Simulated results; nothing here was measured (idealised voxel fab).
The name of this process module is voxel released beams.
Cross-section cut spans 290 nm and uses square cells 5 nm in size.
Bands, listed from the top down, are how a cross-section gets written in this document; the cross-section itself is a grid of square cells, and a band is one or more rows of them.
This entry defines a band. It first specifies the height of the band's top and the height of its bottom in nm, and then specifies the band's materials from left to right, stating each material with its width in nm. The word "full width" identifies a single material that fills the band from edge to edge, while the word "blank" identifies empty space.
Convention: height 0 is the level below which the wafer, as received, is all one material. The lowest band does not terminate at the bottom but continues downward, represented as "0 down".
Think of "30..40" as a width that walks from the first number to the second as you go down the band, top row to bottom row, taking equal-sized steps from row to row.
When a step is marked "all unchanged", none of the cells in the cross-section changed during that step.
Each empty space that has no open way to the top and spans at least 8 cells appears under "Closed void list" as width x height at distance, the distance counted from the left edge, all in nm.
Read whatever lies past the settings on a step's line as the simulator's own remark about the step.
When a step includes a mask, the "overlay nm" setting on its line states how far to the right of its planned place that mask lay, and negative values state how far to the left.

PLAN
1 RECEIVE (material Si)
2 CONFORMAL_DEP (material SiN; thk nm 10)
3 DIRECTIONAL_DEP (material SiO2; thk nm 10)
4 PATTERN (tone open; mask id ANCHOR; material resist; width nm 45; thk nm 15; overlay nm 0)
5 DIRECTIONAL_ETCH (etch materials SiO2; depth nm 10)
6 STRIP (etch materials resist)
7 CONFORMAL_DEP (material polySi; thk nm 15)
8 MASKED_ETCH (tone cover; mask id BEAM; width nm 105; etch materials polySi; depth nm 15; overlay nm 0)
9 STRIP (etch materials SiO2)

CROSS-SECTION OF THE WAFER AT RECEIPT, WHICH IS THE CONDITION AFTER STEP 1
  0 down  Si full width
  Closed void list: none

POST-MODULE CROSS-SECTION: IDENTICAL START AND PLAN TO THOSE ABOVE, ONE MISSTEP IN EXECUTION
  35 to 25  90 blank, 65 polySi, 135 blank
  25 to 20  90 blank, 105 polySi, 95 blank
  20 to 10  80 blank, 15 polySi, 45 SiO2, 55 polySi, 95 blank
  10 to 0  SiN full width
  0 down  Si full width
  Closed void list: none
The plan and the run diverged here: step 4 off recipe, ran as PATTERN (tone cover; mask id ANCHOR; material resist; width nm 45; thk nm 15; overlay nm 0)
